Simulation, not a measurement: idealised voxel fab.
You're looking at the process module voxel trench capacitor.
cross-section cut | 245 nm wide | cells 5 nm
How to read a cross-section here: the picture is a grid of square cells, written as bands going from the top down, and any band can span one or more rows of cells. Top height, bottom height, nm. Materials left to right, width each, nm. Single material + "all across" = fills band edge to edge. "empty" = empty. Heights from 0 (as-received wafer is one material below). Bottom band endless downward, as "0 down". It should be noted that a width expressed as "30..40" varies in equal increments from row to row of cells within the band, taking the value of the first number at the top row and that of the second number at the bottom row. The cross-section has no changed cell in any step marked "nothing was modified". You'll see "Closed void entries" listing empty spaces that have no way open to the top, as long as they're 8 cells or more; the notation is width x height at distance, where the distance is from the left edge, and all of it is in nm. On each step's line, the part that comes after the settings is the simulator's own comment on the step. When a step includes a mask, the "overlay nm" setting on its line states how far to the right of its planned place that mask lay, and negative values state how far to the left.

List of planned process steps
1) RECEIVE [material Si]
2) CONFORMAL_DEP [material SiN] [thk nm 5]
3) DIRECTIONAL_DEP [material aC] [thk nm 10]
4) PATTERN [tone open] [mask id TRENCH] [material resist] [width nm 15] [pitch nm 40] [thk nm 25] [overlay nm 0]
5) DIRECTIONAL_ETCH [etch materials aC] [depth nm 10]
6) STRIP [etch materials resist]
7) DIRECTIONAL_ETCH [etch materials SiN] [depth nm 5]
8) DIRECTIONAL_ETCH [etch materials Si] [depth nm 30]
9) STRIP [etch materials aC]
10) CONFORMAL_DEP [material HfO2] [thk nm 5]
11) CONFORMAL_DEP [material TiN] [thk nm 5]
12) FILL_DEP [material W] [thk nm 5]
13) CMP [height nm 5]
The value of width nm given for step 4 in the plan refers to the first wafer; the wafers vary in this setting and are alike at the start.

Cross-section of the first incoming wafer of several, state after step 1
    0 down | Si all across
    Closed void entries: none

Cross-sectional representation of the first of several wafers at the end of the module, i.e. after its terminal step, step 13
    5 to 0 | 75 of SiN / 5 of HfO2 / 5 of TiN / 5 of HfO2 / 25 of SiN / 5 of HfO2 / 5 of TiN / 5 of HfO2 / 25 of SiN / 5 of HfO2 / 5 of TiN / 5 of HfO2 / 75 of SiN
    0 to -25 | 75 of Si / 5 of HfO2 / 5 of TiN / 5 of HfO2 / 25 of Si / 5 of HfO2 / 5 of TiN / 5 of HfO2 / 25 of Si / 5 of HfO2 / 5 of TiN / 5 of HfO2 / 75 of Si
    -25 to -30 | 75 of Si / 15 of HfO2 / 25 of Si / 15 of HfO2 / 25 of Si / 15 of HfO2 / 75 of Si
    -30 down | Si all across
    Closed void entries: none

So this is the cross-section on the last wafer at the end of the module
    5 to 0 | 70 of SiN / 5 of HfO2 / 5 of TiN / 5 of W / 5 of TiN / 5 of HfO2 / 15 of SiN / 5 of HfO2 / 5 of TiN / 5 of W / 5 of TiN / 5 of HfO2 / 15 of SiN / 5 of HfO2 / 5 of TiN / 5 of W / 5 of TiN / 5 of HfO2 / 70 of SiN
    0 to -20 | 70 of Si / 5 of HfO2 / 5 of TiN / 5 of W / 5 of TiN / 5 of HfO2 / 15 of Si / 5 of HfO2 / 5 of TiN / 5 of W / 5 of TiN / 5 of HfO2 / 15 of Si / 5 of HfO2 / 5 of TiN / 5 of W / 5 of TiN / 5 of HfO2 / 70 of Si
    -20 to -25 | 70 of Si / 5 of HfO2 / 15 of TiN / 5 of HfO2 / 15 of Si / 5 of HfO2 / 15 of TiN / 5 of HfO2 / 15 of Si / 5 of HfO2 / 15 of TiN / 5 of HfO2 / 70 of Si
    -25 to -30 | 70 of Si / 25 of HfO2 / 15 of Si / 25 of HfO2 / 15 of Si / 25 of HfO2 / 70 of Si
    -30 down | Si all across
    Closed void entries: none

Below, a row for every wafer. Read it as the end-of-module picture: for each material the wafer shows its cells gained (+) or lost (-) since it was received, and then its closed voids
width nm 15, +45 HfO2, -54 Si, +40 SiN, +18 TiN, Closed void entries: none
width nm 20, +48 HfO2, -72 Si, +37 SiN, +36 TiN, Closed void entries: none
width nm 25, +51 HfO2, -90 Si, +34 SiN, +39 TiN, +15 W, Closed void entries: none
